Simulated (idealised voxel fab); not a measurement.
You're looking at the process module voxel fin reveal.
Cross-section cut: width 245 nm, square cells of 5 nm.
Cross-section = grid of square cells, listed top down in bands; band = one or more rows.
This entry defines a band. It first specifies the height of the band's top and the height of its bottom in nm, and then specifies the band's materials from left to right, stating each material with its width in nm. The word "everywhere" identifies a single material that fills the band from edge to edge, while the word "blank" identifies empty space.
Ref level 0: as-received wafer is one material below here. Bottom band extends down with no lower bound ("z 0 and below").
Note: "30->40" means the width goes from the first number (top row of the band) to the second number (bottom row) in equal steps per row of cells.
Any step labelled "no modifications" changed none of the cells in the cross-section.
"Enclosed void entries": empty spaces of 8 cells or more with no open way to the top, each given as width x height at distance, distance from the left edge, all in nm.
On a step's line, text after the settings is the simulator commenting on that step.
The optional step-line setting "overlay nm" applies to steps with a mask and quantifies how far to the right of its planned location the mask lay, a negative value indicating leftward placement.

Process steps (planned):
1) RECEIVE, material Si
2) CONFORMAL_DEP, material SiN, thk nm 10
3) PATTERN, tone cover, mask id FINS, material resist, width nm 15, pitch nm 45, thk nm 15, overlay nm 0
4) DIRECTIONAL_ETCH, etch materials SiN, depth nm 10
5) DIRECTIONAL_ETCH, etch materials Si, depth nm 35
6) STRIP, etch materials resist
7) OXIDIZE, depth nm 5
8) FILL_DEP, material SiO2, thk nm 5
9) CMP, height nm 10
10) SELECTIVE_ETCH, etch materials SiO2, depth nm 25
11) STRIP, etch materials SiN
12) CONFORMAL_DEP, material SiO2, thk nm 5

This is the cross-section of the wafer as we received it, i.e. after step 1:
* z 0 and below = Si everywhere
* Enclosed void entries: none

The cross-section shown corresponds to the wafer at the conclusion of the module. The initial structure and the process plan are those presented above; however, one mistake occurred in executing the plan:
* z 5 to 0 = blank 45, then SiO2 15, then blank 30, then SiO2 15, then blank 30, then SiO2 15, then blank 30, then SiO2 15, then blank 50
* z 0 to -10 = blank 45, then SiO2 5, then Si 5, then SiO2 5, then blank 30, then SiO2 5, then Si 5, then SiO2 5, then blank 30, then SiO2 5, then Si 5, then SiO2 5, then blank 30, then SiO2 5, then Si 5, then SiO2 5, then blank 50
* z -10 to -75 = SiO2 50, then Si 5, then SiO2 40, then Si 5, then SiO2 40, then Si 5, then SiO2 40, then Si 5, then SiO2 55
* z -75 and below = Si everywhere
* Enclosed void entries: none
What was the processing mistake? step 5 was run twice
